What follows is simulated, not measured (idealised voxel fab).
process module | voxel released beams
cross-section cut | 215 nm wide | cells 5 nm
A cross-section is a grid of square cells, given in bands from the top down. A band is one or more rows of cells.
Each band's line starts with the height of the band's top and of its bottom, in nm. Then come its materials from left to right, each with its width in nm. One material with "throughout" fills the band from edge to edge. "air" is empty space.
Height 0 is the level under which the wafer as received is all one material. The lowest band goes on downwards, as in "0 down".
A width such as "30 to 40" changes by the same amount from each row of cells to the next, from the band's top row to its bottom row.
"no change" after a step means that no cell of the cross-section changed.
closed voids: empty space of 8 cells or more with no open way to the top, each as width x height at its distance from the left edge, in nm
after a step's settings: what the simulator itself notes on the step
overlay nm, on a step with a mask: how far to the right of its planned place the mask lay; to the left if negative
plan
1 op RECEIVE | material Si
2 op CONFORMAL_DEP | material SiN | thk nm 10
3 op DIRECTIONAL_DEP | material SiO2 | thk nm 10
4 op DIRECTIONAL_DEP | material aC | thk nm 10
5 op PATTERN | tone open | mask id ANCHOR | material resist | width nm 35 | thk nm 25 | overlay nm 0
6 op DIRECTIONAL_ETCH | etch materials aC | depth nm 10
7 op STRIP | etch materials resist
8 op DIRECTIONAL_ETCH | etch materials SiO2 | depth nm 10
9 op STRIP | etch materials aC
10 op CONFORMAL_DEP | material polySi | thk nm 15
11 op DIRECTIONAL_DEP | material aC | thk nm 10
12 op PATTERN | tone cover | mask id BEAM | material resist | width nm 105 | thk nm 30 | overlay nm 0
13 op DIRECTIONAL_ETCH | etch materials aC | depth nm 10
14 op STRIP | etch materials resist
15 op DIRECTIONAL_ETCH | etch materials polySi | depth nm 15
16 op STRIP | etch materials aC
17 op STRIP | etch materials SiO2
as received, after step 1
  0 down: Si throughout
  closed voids: none
a wafer at the end: this start, this plan, one mistake
  50 to 35: air 50 | polySi 105 | air 60
  35 to 20: polySi throughout
  20 to 10: SiO2 55 | polySi 35 | SiO2 125
  10 to 0: SiN throughout
  0 down: Si throughout
  closed voids: none
what went wrong: step 10 was run twice
